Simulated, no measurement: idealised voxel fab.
Process module, titled voxel transistor to metal
Displayed cross-section: cut, width of 205 nm, square cells sized 5 nm.
How to read a cross-section here: the picture is a grid of square cells, written as bands going from the top down, and any band can span one or more rows of cells.
What a band's entry tells you: where the top is and where the bottom is, as heights in nm, and after that what lies inside, material by material from left to right, each with its width in nm. Empty space is written as the word "empty", and a single material marked with the word "throughout" occupies the band from edge to edge.
We count height from 0. Below that, the starting wafer is all one material. The lowest band never ends at the bottom but goes on down; see "top 0, no bottom" for how that is written.
The expression "30->40" gives the width at the extremes of the band, the first number at its top row of cells and the second at its bottom row, with the width changing by equal amounts from each row to the next in between.
When a step is marked "remains unaltered", none of the cells in the cross-section changed during that step.
Look at "Sealed internal cavities" for the closed voids: empty spaces with no open path to the top, sized 8 cells or up. Each is width x height at distance, distance from the left edge, all nm.
Step line, after settings: the simulator's comment on this step.
Among the settings permitted on a step's line is "overlay nm"; applied to a step with a mask, it specifies the extent to which the mask lay to the right of its planned position, whereas a negative figure signifies a position to the left.
## These are the steps we planned for the process
1 RECEIVE,material Si
2 CONFORMAL_DEP,material SiO2,thk nm 5
3 CONFORMAL_DEP,material SiN,thk nm 15
4 DIRECTIONAL_DEP,material aC,thk nm 15
5 PATTERN,tone cover,mask id ACTIVE,material resist,width nm 105,thk nm 30,overlay nm 0
6 DIRECTIONAL_ETCH,etch materials aC,depth nm 15
7 STRIP,etch materials resist
8 DIRECTIONAL_ETCH,etch materials SiN,depth nm 15
9 DIRECTIONAL_ETCH,etch materials SiO2,depth nm 5
10 DIRECTIONAL_ETCH,etch materials Si,depth nm 35
11 STRIP,etch materials aC
12 FILL_DEP,material SiO2,thk nm 15
13 CMP,height nm 20
14 SELECTIVE_ETCH,etch materials SiO2,depth nm 15
15 STRIP,etch materials SiN
16 SELECTIVE_ETCH,etch materials SiO2,depth nm 5
17 OXIDIZE,depth nm 5
18 DIRECTIONAL_DEP,material polySi,thk nm 20
19 DIRECTIONAL_DEP,material SiCN,thk nm 10
20 MASKED_ETCH,tone cover,mask id GATE,width nm 25,etch materials SiCN,depth nm 20,overlay nm 0
21 MASKED_ETCH,tone cover,mask id GATE,width nm 25,etch materials polySi,depth nm 30,overlay nm 0
22 CONFORMAL_DEP,material SiO2,thk nm 5
23 DIRECTIONAL_ETCH,etch materials SiO2,depth nm 5
24 CONFORMAL_DEP,material SiN,thk nm 10
25 DIRECTIONAL_ETCH,etch materials SiN,depth nm 10
26 DIRECTIONAL_ETCH,etch materials SiO2,depth nm 5
27 DIRECTIONAL_ETCH,etch materials Si,depth nm 15
28 EPI,material nSi,thk nm 15
29 FILL_DEP,material SiO2,thk nm 5
30 CMP,height nm 30
31 DIRECTIONAL_DEP,material SiO2,thk nm 15
32 PATTERN,tone open,mask id CONTACT,material resist,width nm 25,pitch nm 60,thk nm 20,overlay nm 0
33 DIRECTIONAL_ETCH,etch materials SiO2,depth nm 35
34 STRIP,etch materials resist
35 CONFORMAL_DEP,material TiN,thk nm 5
36 FILL_DEP,material Ru,thk nm 5
37 CMP,height nm 45
38 DIRECTIONAL_DEP,material TiN,thk nm 5
39 DIRECTIONAL_DEP,material Ru,thk nm 20
40 PATTERN,tone cover,mask id METAL_1,material resist,width nm 15,pitch nm 70,thk nm 20,overlay nm 0
41 DIRECTIONAL_ETCH,etch materials Ru,depth nm 20
42 DIRECTIONAL_ETCH,etch materials TiN,depth nm 5
43 STRIP,etch materials resist
44 CONFORMAL_DEP,material SiN,thk nm 5
45 FILL_DEP,material SiO2,thk nm 5
46 CMP,height nm 70
47 CONFORMAL_DEP,material SiN,thk nm 5
## Concerning the first of two wafers, which was run in accordance with the plan
## Step 1 complete: cross-section of the wafer as received
	top 0, no bottom: Si throughout
	Sealed internal cavities: none
## The wafer, seen in cross-section, after step 2
	top 5, bottom 0: SiO2 throughout
	Below 0, no change.
## The wafer, seen in cross-section, after step 3
	top 20, bottom 5: SiN throughout
	Below 5, no change.
## The wafer, seen in cross-section, after step 4
	top 35, bottom 20: aC throughout
	Below 20, no change.
## The wafer, seen in cross-section, after step 5
	top 65, bottom 35: empty 50, then resist 105, then empty 50
	Below 35, no change.
## The wafer, seen in cross-section, after step 6
	top 50, bottom 35: empty 50, then resist 105, then empty 50
	top 35, bottom 20: empty 50, then aC 105, then empty 50
	Below 20, no change.
## The wafer, seen in cross-section, after step 7
	top 35, bottom 20: empty 50, then aC 105, then empty 50
	Below 20, no change.
## The wafer, seen in cross-section, after step 8
	top 35, bottom 20: empty 50, then aC 105, then empty 50
	top 20, bottom 5: empty 50, then SiN 105, then empty 50
	Below 5, no change.
## The wafer, seen in cross-section, after step 9
	top 35, bottom 20: empty 50, then aC 105, then empty 50
	top 20, bottom 5: empty 50, then SiN 105, then empty 50
	top 5, bottom 0: empty 50, then SiO2 105, then empty 50
	Below 0, no change.
## The wafer, seen in cross-section, after step 10
	top 35, bottom 20: empty 50, then aC 105, then empty 50
	top 20, bottom 5: empty 50, then SiN 105, then empty 50
	top 5, bottom 0: empty 50, then SiO2 105, then empty 50
	top 0, bottom -35: empty 50, then Si 105, then empty 50
	Below -35, no change.
## The wafer, seen in cross-section, after step 11
	top 20, bottom 5: empty 50, then SiN 105, then empty 50
	Below 5, no change.
## The wafer, seen in cross-section, after step 12
	top 35, bottom 20: SiO2 throughout
	top 20, bottom 5: SiO2 50, then SiN 105, then SiO2 50
	top 5, bottom 0: SiO2 throughout
	top 0, bottom -35: SiO2 50, then Si 105, then SiO2 50
	Below -35, no change.
## The wafer, seen in cross-section, after step 13
	top 20, bottom 5: SiO2 50, then SiN 105, then SiO2 50
	Below 5, no change.
## The wafer, seen in cross-section, after step 14
	top 20, bottom 5: empty 50, then SiN 105, then empty 50
	Below 5, no change.
## The wafer, seen in cross-section, after step 15
	top 5, bottom 0: SiO2 throughout
	Below 0, no change.
## The wafer, seen in cross-section, after step 16
	top 0, bottom -35: SiO2 50, then Si 105, then SiO2 50
	Below -35, no change.
## The wafer, seen in cross-section, after step 17
	top 0, bottom -5: SiO2 throughout
	Below -5, no change.
## The wafer, seen in cross-section, after step 18
	top 20, bottom 0: polySi throughout
	Below 0, no change.
## The wafer, seen in cross-section, after step 19
	top 30, bottom 20: SiCN throughout
	Below 20, no change.
## The wafer, seen in cross-section, after step 20
	top 30, bottom 20: empty 90, then SiCN 25, then empty 90
	Below 20, no change.
## The wafer, seen in cross-section, after step 21
	top 30, bottom 20: empty 90, then SiCN 25, then empty 90
	top 20, bottom 0: empty 90, then polySi 25, then empty 90
	Below 0, no change.
## The wafer, seen in cross-section, after step 22
	top 35, bottom 30: empty 85, then SiO2 35, then empty 85
	top 30, bottom 20: empty 85, then SiO2 5, then SiCN 25, then SiO2 5, then empty 85
	top 20, bottom 5: empty 85, then SiO2 5, then polySi 25, then SiO2 5, then empty 85
	top 5, bottom 0: SiO2 90, then polySi 25, then SiO2 90
	Below 0, no change.
## The wafer, seen in cross-section, after step 23
	top 30, bottom 20: empty 85, then SiO2 5, then SiCN 25, then SiO2 5, then empty 85
	top 20, bottom 0: empty 85, then SiO2 5, then polySi 25, then SiO2 5, then empty 85
	Below 0, no change.
## The wafer, seen in cross-section, after step 24
	top 40, bottom 30: empty 75, then SiN 55, then empty 75
	top 30, bottom 20: empty 75, then SiN 10, then SiO2 5, then SiCN 25, then SiO2 5, then SiN 10, then empty 75
	top 20, bottom 10: empty 75, then SiN 10, then SiO2 5, then polySi 25, then SiO2 5, then SiN 10, then empty 75
	top 10, bottom 0: SiN 85, then SiO2 5, then polySi 25, then SiO2 5, then SiN 85
	Below 0, no change.
## The wafer, seen in cross-section, after step 25
	top 30, bottom 20: empty 75, then SiN 10, then SiO2 5, then SiCN 25, then SiO2 5, then SiN 10, then empty 75
	top 20, bottom 0: empty 75, then SiN 10, then SiO2 5, then polySi 25, then SiO2 5, then SiN 10, then empty 75
	Below 0, no change.
## The wafer, seen in cross-section, after step 26
	top 30, bottom 25: empty 75, then SiN 10, then empty 5, then SiCN 25, then empty 5, then SiN 10, then empty 75
	top 25, bottom 20: empty 75, then SiN 10, then SiO2 5, then SiCN 25, then SiO2 5, then SiN 10, then empty 75
	top 20, bottom 0: empty 75, then SiN 10, then SiO2 5, then polySi 25, then SiO2 5, then SiN 10, then empty 75
	top 0, bottom -5: empty 75, then SiO2 55, then empty 75
	Below -5, no change.
## The wafer, seen in cross-section, after step 27
	top 30, bottom 25: empty 75, then SiN 10, then empty 5, then SiCN 25, then empty 5, then SiN 10, then empty 75
	top 25, bottom 20: empty 75, then SiN 10, then SiO2 5, then SiCN 25, then SiO2 5, then SiN 10, then empty 75
	top 20, bottom 0: empty 75, then SiN 10, then SiO2 5, then polySi 25, then SiO2 5, then SiN 10, then empty 75
	top 0, bottom -5: empty 75, then SiO2 55, then empty 75
	top -5, bottom -20: SiO2 50, then empty 25, then Si 55, then empty 25, then SiO2 50
	Below -20, no change.
## The wafer, seen in cross-section, after step 28
	top 30, bottom 25: empty 75, then SiN 10, then empty 5, then SiCN 25, then empty 5, then SiN 10, then empty 75
	top 25, bottom 20: empty 75, then SiN 10, then SiO2 5, then SiCN 25, then SiO2 5, then SiN 10, then empty 75
	top 20, bottom 10: empty 75, then SiN 10, then SiO2 5, then polySi 25, then SiO2 5, then SiN 10, then empty 75
	top 10, bottom 0: empty 60, then nSi 15, then SiN 10, then SiO2 5, then polySi 25, then SiO2 5, then SiN 10, then nSi 15, then empty 60
	top 0, bottom -5: empty 60, then nSi 15, then SiO2 55, then nSi 15, then empty 60
	top -5, bottom -20: SiO2 50, then nSi 25, then Si 55, then nSi 25, then SiO2 50
	Below -20, no change.
## The wafer, seen in cross-section, after step 29
	top 35, bottom 30: SiO2 throughout
	top 30, bottom 20: SiO2 75, then SiN 10, then SiO2 5, then SiCN 25, then SiO2 5, then SiN 10, then SiO2 75
	top 20, bottom 10: SiO2 75, then SiN 10, then SiO2 5, then polySi 25, then SiO2 5, then SiN 10, then SiO2 75
	top 10, bottom 0: SiO2 60, then nSi 15, then SiN 10, then SiO2 5, then polySi 25, then SiO2 5, then SiN 10, then nSi 15, then SiO2 60
	top 0, bottom -5: SiO2 60, then nSi 15, then SiO2 55, then nSi 15, then SiO2 60
	Below -5, no change.
## The wafer, seen in cross-section, after step 30
	top 30, bottom 20: SiO2 75, then SiN 10, then SiO2 5, then SiCN 25, then SiO2 5, then SiN 10, then SiO2 75
	Below 20, no change.
## The wafer, seen in cross-section, after step 31
	top 45, bottom 30: SiO2 throughout
	Below 30, no change.
## The wafer, seen in cross-section, after step 32
	top 65, bottom 45: resist 60, then empty 25, then resist 35, then empty 25, then resist 60
	Below 45, no change.
## The wafer, seen in cross-section, after step 33
	top 65, bottom 45: resist 60, then empty 25, then resist 35, then empty 25, then resist 60
	top 45, bottom 30: SiO2 60, then empty 25, then SiO2 35, then empty 25, then SiO2 60
	top 30, bottom 20: SiO2 60, then empty 15, then SiN 10, then SiO2 5, then SiCN 25, then SiO2 5, then SiN 10, then empty 15, then SiO2 60
	top 20, bottom 10: SiO2 60, then empty 15, then SiN 10, then SiO2 5, then polySi 25, then SiO2 5, then SiN 10, then empty 15, then SiO2 60
	Below 10, no change.
## The wafer, seen in cross-section, after step 34
	top 45, bottom 30: SiO2 60, then empty 25, then SiO2 35, then empty 25, then SiO2 60
	Below 30, no change.
## The wafer, seen in cross-section, after step 35
	top 50, bottom 45: TiN 65, then empty 15, then TiN 45, then empty 15, then TiN 65
	top 45, bottom 35: SiO2 60, then TiN 5, then empty 15, then TiN 5, then SiO2 35, then TiN 5, then empty 15, then TiN 5, then SiO2 60
	top 35, bottom 30: SiO2 60, then TiN 5, then empty 5, then TiN 15, then SiO2 35, then TiN 15, then empty 5, then TiN 5, then SiO2 60
	top 30, bottom 20: SiO2 60, then TiN 5, then empty 5, then TiN 5, then SiN 10, then SiO2 5, then SiCN 25, then SiO2 5, then SiN 10, then TiN 5, then empty 5, then TiN 5, then SiO2 60
	top 20, bottom 15: SiO2 60, then TiN 5, then empty 5, then TiN 5, then SiN 10, then SiO2 5, then polySi 25, then SiO2 5, then SiN 10, then TiN 5, then empty 5, then TiN 5, then SiO2 60
	top 15, bottom 10: SiO2 60, then TiN 15, then SiN 10, then SiO2 5, then polySi 25, then SiO2 5, then SiN 10, then TiN 15, then SiO2 60
	Below 10, no change.
## The wafer, seen in cross-section, after step 36
	top 55, bottom 50: Ru throughout
	top 50, bottom 45: TiN 65, then Ru 15, then TiN 45, then Ru 15, then TiN 65
	top 45, bottom 35: SiO2 60, then TiN 5, then Ru 15, then TiN 5, then SiO2 35, then TiN 5, then Ru 15, then TiN 5, then SiO2 60
	top 35, bottom 30: SiO2 60, then TiN 5, then Ru 5, then TiN 15, then SiO2 35, then TiN 15, then Ru 5, then TiN 5, then SiO2 60
	top 30, bottom 20: SiO2 60, then TiN 5, then Ru 5, then TiN 5, then SiN 10, then SiO2 5, then SiCN 25, then SiO2 5, then SiN 10, then TiN 5, then Ru 5, then TiN 5, then SiO2 60
	top 20, bottom 15: SiO2 60, then TiN 5, then Ru 5, then TiN 5, then SiN 10, then SiO2 5, then polySi 25, then SiO2 5, then SiN 10, then TiN 5, then Ru 5, then TiN 5, then SiO2 60
	Below 15, no change.
## The wafer, seen in cross-section, after step 37
	top 45, bottom 35: SiO2 60, then TiN 5, then Ru 15, then TiN 5, then SiO2 35, then TiN 5, then Ru 15, then TiN 5, then SiO2 60
	Below 35, no change.
## The wafer, seen in cross-section, after step 38
	top 50, bottom 45: TiN throughout
	Below 45, no change.
## The wafer, seen in cross-section, after step 39
	top 70, bottom 50: Ru throughout
	Below 50, no change.
## The wafer, seen in cross-section, after step 40
	top 90, bottom 70: empty 60, then resist 15, then empty 55, then resist 15, then empty 60
	Below 70, no change.
## The wafer, seen in cross-section, after step 41
	top 90, bottom 70: empty 60, then resist 15, then empty 55, then resist 15, then empty 60
	top 70, bottom 50: empty 60, then Ru 15, then empty 55, then Ru 15, then empty 60
	Below 50, no change.
## The wafer, seen in cross-section, after step 42
	top 90, bottom 70: empty 60, then resist 15, then empty 55, then resist 15, then empty 60
	top 70, bottom 50: empty 60, then Ru 15, then empty 55, then Ru 15, then empty 60
	top 50, bottom 45: empty 60, then TiN 15, then empty 55, then TiN 15, then empty 60
	Below 45, no change.
## The wafer, seen in cross-section, after step 43
	top 70, bottom 50: empty 60, then Ru 15, then empty 55, then Ru 15, then empty 60
	Below 50, no change.
## The wafer, seen in cross-section, after step 44
	top 75, bottom 70: empty 55, then SiN 25, then empty 45, then SiN 25, then empty 55
	top 70, bottom 50: empty 55, then SiN 5, then Ru 15, then SiN 5, then empty 45, then SiN 5, then Ru 15, then SiN 5, then empty 55
	top 50, bottom 45: SiN 60, then TiN 15, then SiN 55, then TiN 15, then SiN 60
	Below 45, no change.
## The wafer, seen in cross-section, after step 45
	top 80, bottom 75: SiO2 throughout
	top 75, bottom 70: SiO2 55, then SiN 25, then SiO2 45, then SiN 25, then SiO2 55
	top 70, bottom 50: SiO2 55, then SiN 5, then Ru 15, then SiN 5, then SiO2 45, then SiN 5, then Ru 15, then SiN 5, then SiO2 55
	Below 50, no change.
## The wafer, seen in cross-section, after step 46
	top 70, bottom 50: SiO2 55, then SiN 5, then Ru 15, then SiN 5, then SiO2 45, then SiN 5, then Ru 15, then SiN 5, then SiO2 55
	Below 50, no change.
## The wafer, seen in cross-section, after step 47
	top 75, bottom 70: SiN throughout
	Below 70, no change.
## Wafer two. Identical start, identical plan. One mistake in execution. Identical history through step 21
X-section, second wafer, when step 22 was due to finish: remains unaltered
## X-section, second wafer, when step 23 was due to finish
	top 30, bottom 20: empty 90, then SiCN 25, then empty 90
	top 20, bottom 0: empty 90, then polySi 25, then empty 90
	top 0, bottom -5: empty 90, then SiO2 25, then empty 90
	Below -5, no change.
## X-section, second wafer, when step 24 was due to finish
	top 40, bottom 30: empty 80, then SiN 45, then empty 80
	top 30, bottom 20: empty 80, then SiN 10, then SiCN 25, then SiN 10, then empty 80
	top 20, bottom 5: empty 80, then SiN 10, then polySi 25, then SiN 10, then empty 80
	top 5, bottom 0: SiN 90, then polySi 25, then SiN 90
	top 0, bottom -5: SiN 90, then SiO2 25, then SiN 90
	Below -5, no change.
## X-section, second wafer, when step 25 was due to finish
	top 30, bottom 20: empty 80, then SiN 10, then SiCN 25, then SiN 10, then empty 80
	top 20, bottom 0: empty 80, then SiN 10, then polySi 25, then SiN 10, then empty 80
	top 0, bottom -5: empty 80, then SiN 10, then SiO2 25, then SiN 10, then empty 80
	Below -5, no change.
## X-section, second wafer, when step 26 was due to finish
	top 30, bottom 20: empty 80, then SiN 10, then SiCN 25, then SiN 10, then empty 80
	top 20, bottom 0: empty 80, then SiN 10, then polySi 25, then SiN 10, then empty 80
	top 0, bottom -5: empty 80, then SiN 10, then SiO2 25, then SiN 10, then empty 80
	top -5, bottom -10: empty 50, then Si 105, then empty 50
	Below -10, no change.
## X-section, second wafer, when step 27 was due to finish
	top 30, bottom 20: empty 80, then SiN 10, then SiCN 25, then SiN 10, then empty 80
	top 20, bottom 0: empty 80, then SiN 10, then polySi 25, then SiN 10, then empty 80
	top 0, bottom -5: empty 80, then SiN 10, then SiO2 25, then SiN 10, then empty 80
	top -5, bottom -10: empty 80, then Si 45, then empty 80
	top -10, bottom -20: SiO2 50, then empty 30, then Si 45, then empty 30, then SiO2 50
	Below -20, no change.
## X-section, second wafer, when step 28 was due to finish
	top 30, bottom 20: empty 80, then SiN 10, then SiCN 25, then SiN 10, then empty 80
	top 20, bottom 10: empty 80, then SiN 10, then polySi 25, then SiN 10, then empty 80
	top 10, bottom 0: empty 65, then nSi 15, then SiN 10, then polySi 25, then SiN 10, then nSi 15, then empty 65
	top 0, bottom -5: empty 65, then nSi 15, then SiN 10, then SiO2 25, then SiN 10, then nSi 15, then empty 65
	top -5, bottom -10: empty 45, then nSi 35, then Si 45, then nSi 35, then empty 45
	top -10, bottom -20: SiO2 50, then nSi 30, then Si 45, then nSi 30, then SiO2 50
	Below -20, no change.
## X-section, second wafer, when step 29 was due to finish
	top 35, bottom 30: SiO2 throughout
	top 30, bottom 20: SiO2 80, then SiN 10, then SiCN 25, then SiN 10, then SiO2 80
	top 20, bottom 10: SiO2 80, then SiN 10, then polySi 25, then SiN 10, then SiO2 80
	top 10, bottom 0: SiO2 65, then nSi 15, then SiN 10, then polySi 25, then SiN 10, then nSi 15, then SiO2 65
	top 0, bottom -5: SiO2 65, then nSi 15, then SiN 10, then SiO2 25, then SiN 10, then nSi 15, then SiO2 65
	top -5, bottom -10: SiO2 45, then nSi 35, then Si 45, then nSi 35, then SiO2 45
	Below -10, no change.
## X-section, second wafer, when step 30 was due to finish
	top 30, bottom 20: SiO2 80, then SiN 10, then SiCN 25, then SiN 10, then SiO2 80
	Below 20, no change.
## X-section, second wafer, when step 31 was due to finish
	top 45, bottom 30: SiO2 throughout
	Below 30, no change.
## X-section, second wafer, when step 32 was due to finish
	top 65, bottom 45: resist 60, then empty 25, then resist 35, then empty 25, then resist 60
	Below 45, no change.
## X-section, second wafer, when step 33 was due to finish
	top 65, bottom 45: resist 60, then empty 25, then resist 35, then empty 25, then resist 60
	top 45, bottom 30: SiO2 60, then empty 25, then SiO2 35, then empty 25, then SiO2 60
	top 30, bottom 20: SiO2 60, then empty 20, then SiN 10, then SiCN 25, then SiN 10, then empty 20, then SiO2 60
	top 20, bottom 10: SiO2 60, then empty 20, then SiN 10, then polySi 25, then SiN 10, then empty 20, then SiO2 60
	Below 10, no change.
## X-section, second wafer, when step 34 was due to finish
	top 45, bottom 30: SiO2 60, then empty 25, then SiO2 35, then empty 25, then SiO2 60
	Below 30, no change.
## X-section, second wafer, when step 35 was due to finish
	top 50, bottom 45: TiN 65, then empty 15, then TiN 45, then empty 15, then TiN 65
	top 45, bottom 35: SiO2 60, then TiN 5, then empty 15, then TiN 5, then SiO2 35, then TiN 5, then empty 15, then TiN 5, then SiO2 60
	top 35, bottom 30: SiO2 60, then TiN 5, then empty 10, then TiN 10, then SiO2 35, then TiN 10, then empty 10, then TiN 5, then SiO2 60
	top 30, bottom 20: SiO2 60, then TiN 5, then empty 10, then TiN 5, then SiN 10, then SiCN 25, then SiN 10, then TiN 5, then empty 10, then TiN 5, then SiO2 60
	top 20, bottom 15: SiO2 60, then TiN 5, then empty 10, then TiN 5, then SiN 10, then polySi 25, then SiN 10, then TiN 5, then empty 10, then TiN 5, then SiO2 60
	top 15, bottom 10: SiO2 60, then TiN 20, then SiN 10, then polySi 25, then SiN 10, then TiN 20, then SiO2 60
	Below 10, no change.
## X-section, second wafer, when step 36 was due to finish
	top 55, bottom 50: Ru throughout
	top 50, bottom 45: TiN 65, then Ru 15, then TiN 45, then Ru 15, then TiN 65
	top 45, bottom 35: SiO2 60, then TiN 5, then Ru 15, then TiN 5, then SiO2 35, then TiN 5, then Ru 15, then TiN 5, then SiO2 60
	top 35, bottom 30: SiO2 60, then TiN 5, then Ru 10, then TiN 10, then SiO2 35, then TiN 10, then Ru 10, then TiN 5, then SiO2 60
	top 30, bottom 20: SiO2 60, then TiN 5, then Ru 10, then TiN 5, then SiN 10, then SiCN 25, then SiN 10, then TiN 5, then Ru 10, then TiN 5, then SiO2 60
	top 20, bottom 15: SiO2 60, then TiN 5, then Ru 10, then TiN 5, then SiN 10, then polySi 25, then SiN 10, then TiN 5, then Ru 10, then TiN 5, then SiO2 60
	Below 15, no change.
## X-section, second wafer, when step 37 was due to finish
	top 45, bottom 35: SiO2 60, then TiN 5, then Ru 15, then TiN 5, then SiO2 35, then TiN 5, then Ru 15, then TiN 5, then SiO2 60
	Below 35, no change.
## X-section, second wafer, when step 38 was due to finish
	top 50, bottom 45: TiN throughout
	Below 45, no change.
## X-section, second wafer, when step 39 was due to finish
	top 70, bottom 50: Ru throughout
	Below 50, no change.
## X-section, second wafer, when step 40 was due to finish
	top 90, bottom 70: empty 60, then resist 15, then empty 55, then resist 15, then empty 60
	Below 70, no change.
## X-section, second wafer, when step 41 was due to finish
	top 90, bottom 70: empty 60, then resist 15, then empty 55, then resist 15, then empty 60
	top 70, bottom 50: empty 60, then Ru 15, then empty 55, then Ru 15, then empty 60
	Below 50, no change.
## X-section, second wafer, when step 42 was due to finish
	top 90, bottom 70: empty 60, then resist 15, then empty 55, then resist 15, then empty 60
	top 70, bottom 50: empty 60, then Ru 15, then empty 55, then Ru 15, then empty 60
	top 50, bottom 45: empty 60, then TiN 15, then empty 55, then TiN 15, then empty 60
	Below 45, no change.
## X-section, second wafer, when step 43 was due to finish
	top 70, bottom 50: empty 60, then Ru 15, then empty 55, then Ru 15, then empty 60
	Below 50, no change.
## X-section, second wafer, when step 44 was due to finish
	top 75, bottom 70: empty 55, then SiN 25, then empty 45, then SiN 25, then empty 55
	top 70, bottom 50: empty 55, then SiN 5, then Ru 15, then SiN 5, then empty 45, then SiN 5, then Ru 15, then SiN 5, then empty 55
	top 50, bottom 45: SiN 60, then TiN 15, then SiN 55, then TiN 15, then SiN 60
	Below 45, no change.
## X-section, second wafer, when step 45 was due to finish
	top 80, bottom 75: SiO2 throughout
	top 75, bottom 70: SiO2 55, then SiN 25, then SiO2 45, then SiN 25, then SiO2 55
	top 70, bottom 50: SiO2 55, then SiN 5, then Ru 15, then SiN 5, then SiO2 45, then SiN 5, then Ru 15, then SiN 5, then SiO2 55
	Below 50, no change.
## X-section, second wafer, when step 46 was due to finish
	top 70, bottom 50: SiO2 55, then SiN 5, then Ru 15, then SiN 5, then SiO2 45, then SiN 5, then Ru 15, then SiN 5, then SiO2 55
	Below 50, no change.
## X-section, second wafer, when step 47 was due to finish
	top 75, bottom 70: SiN throughout
	Below 70, no change.
Here's what went sideways: step 22 of the plan got skipped, so it never ran
FYI, end of process, the second wafer has more or fewer cells of some materials than the first: +8 Ru; -6 Si; +4 SiN; -14 SiO2; +8 nSi
